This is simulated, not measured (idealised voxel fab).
process module | voxel trench capacitor
cross-section cut | 145 nm wide | cells 5 nm
A cross-section is a grid of square cells, given in bands from the top down. A band is one or more rows of cells.
Each band's line starts with the height of the band's top and of its bottom, in nm. Then come its materials from left to right, each with its width in nm. One material with "throughout" fills the band from edge to edge. "air" is empty space.
Height 0 is the level under which the wafer as received is all one material. The lowest band goes on downwards, as in "0 down".
A width such as "30 to 40" changes by the same amount from each row of cells to the next, from the band's top row to its bottom row.
"no change" after a step means that no cell of the cross-section changed.
closed voids: empty space of 8 cells or more with no open way to the top, each as width x height at its distance from the left edge, in nm
after a step's settings: what the simulator itself notes on the step
overlay nm, on a step with a mask: how far to the right of its planned place the mask lay; to the left if negative
plan
1 op RECEIVE | material Si
2 op CONFORMAL_DEP | material SiN | thk nm 10
3 op MASKED_ETCH | tone open | mask id TRENCH | width nm 30 | pitch nm 45 | etch materials SiN | depth nm 10 | overlay nm 0
4 op MASKED_ETCH | tone open | mask id TRENCH | width nm 20 | pitch nm 45 | etch materials Si | depth nm 40 | overlay nm 0
5 op CONFORMAL_DEP | material HfO2 | thk nm 5
6 op CONFORMAL_DEP | material TiN | thk nm 5
7 op FILL_DEP | material W | thk nm 10
8 op CMP | height nm 10
varied across the wafers: width nm of step 4. The plan shows the first wafer's value. All wafers start alike
first wafer as received, after step 1
  0 down: Si throughout
  closed voids: none
each wafer at the end: cells of each material gained (+) or lost (-) since it was received, then its closed voids
width nm 20 | +48 HfO2 | -64 Si | +34 SiN | +40 TiN | closed voids: none
width nm 25 | +48 HfO2 | -80 Si | +34 SiN | +40 TiN | +16 W | closed voids: none
width nm 30 | +48 HfO2 | -96 Si | +34 SiN | +40 TiN | +32 W | closed voids: none
